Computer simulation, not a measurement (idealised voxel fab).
process module | voxel plated lines
cross-section cut | 225 nm wide | cells 5 nm
A cross-section is a grid of square cells, given in bands from the top down. A band is one or more rows of cells.
Each band's line starts with the height of the band's top and of its bottom, in nm. Then come its materials from left to right, each with its width in nm. One material with "throughout" fills the band from edge to edge. "air" is empty space.
Height 0 is the level under which the wafer as received is all one material. The lowest band goes on downwards, as in "0 down".
A width such as "30 to 40" changes by the same amount from each row of cells to the next, from the band's top row to its bottom row.
"no change" after a step means that no cell of the cross-section changed.
closed voids: empty space of 8 cells or more with no open way to the top, each as width x height at its distance from the left edge, in nm
after a step's settings: what the simulator itself notes on the step
overlay nm, on a step with a mask: how far to the right of its planned place the mask lay; to the left if negative
plan
1 op RECEIVE | material Si
2 op CONFORMAL_DEP | material Al2O3 | thk nm 15
3 op DIRECTIONAL_DEP | material TiN | thk nm 5
4 op PATTERN | tone open | mask id LINES | material resist | width nm 20 | pitch nm 45 | thk nm 30 | overlay nm 0
5 op EPI | material Ru | thk nm 5
6 op EPI | material Ru | thk nm 10
7 op STRIP | etch materials resist
8 op DIRECTIONAL_ETCH | etch materials TiN | depth nm 5
9 op CONFORMAL_DEP | material SiN | thk nm 5
as received, after step 1
  0 down: Si throughout
  closed voids: none
first wafer at the end, as planned
  40 to 35: air 30 | SiN 30 | air 15 | SiN 30 | air 15 | SiN 30 | air 15 | SiN 30 | air 30
  35 to 20: air 30 | SiN 5 | Ru 20 | SiN 5 | air 15 | SiN 5 | Ru 20 | SiN 5 | air 15 | SiN 5 | Ru 20 | SiN 5 | air 15 | SiN 5 | Ru 20 | SiN 5 | air 30
  20 to 15: SiN 35 | TiN 20 | SiN 25 | TiN 20 | SiN 25 | TiN 20 | SiN 25 | TiN 20 | SiN 35
  15 to 0: Al2O3 throughout
  0 down: Si throughout
  closed voids: none
second wafer at the end: like start, like plan, one mistake
  40 to 35: air 30 | SiN 30 | air 15 | SiN 30 | air 15 | SiN 30 | air 15 | SiN 30 | air 30
  35 to 30: air 30 | SiN 5 | Ru 20 | SiN 5 | air 15 | SiN 5 | Ru 20 | SiN 5 | air 15 | SiN 5 | Ru 20 | SiN 5 | air 15 | SiN 5 | Ru 20 | SiN 5 | air 30
  30 to 25: SiN 35 | Ru 20 | SiN 25 | Ru 20 | SiN 25 | Ru 20 | SiN 25 | Ru 20 | SiN 35
  25 to 20: Ru throughout
  20 to 15: TiN throughout
  15 to 0: Al2O3 throughout
  0 down: Si throughout
  closed voids: none
what went wrong: steps 4 and 5 were swapped
at the end the second wafer has, in cells: 29 more of Ru | 16 fewer of SiN | 29 more of TiN
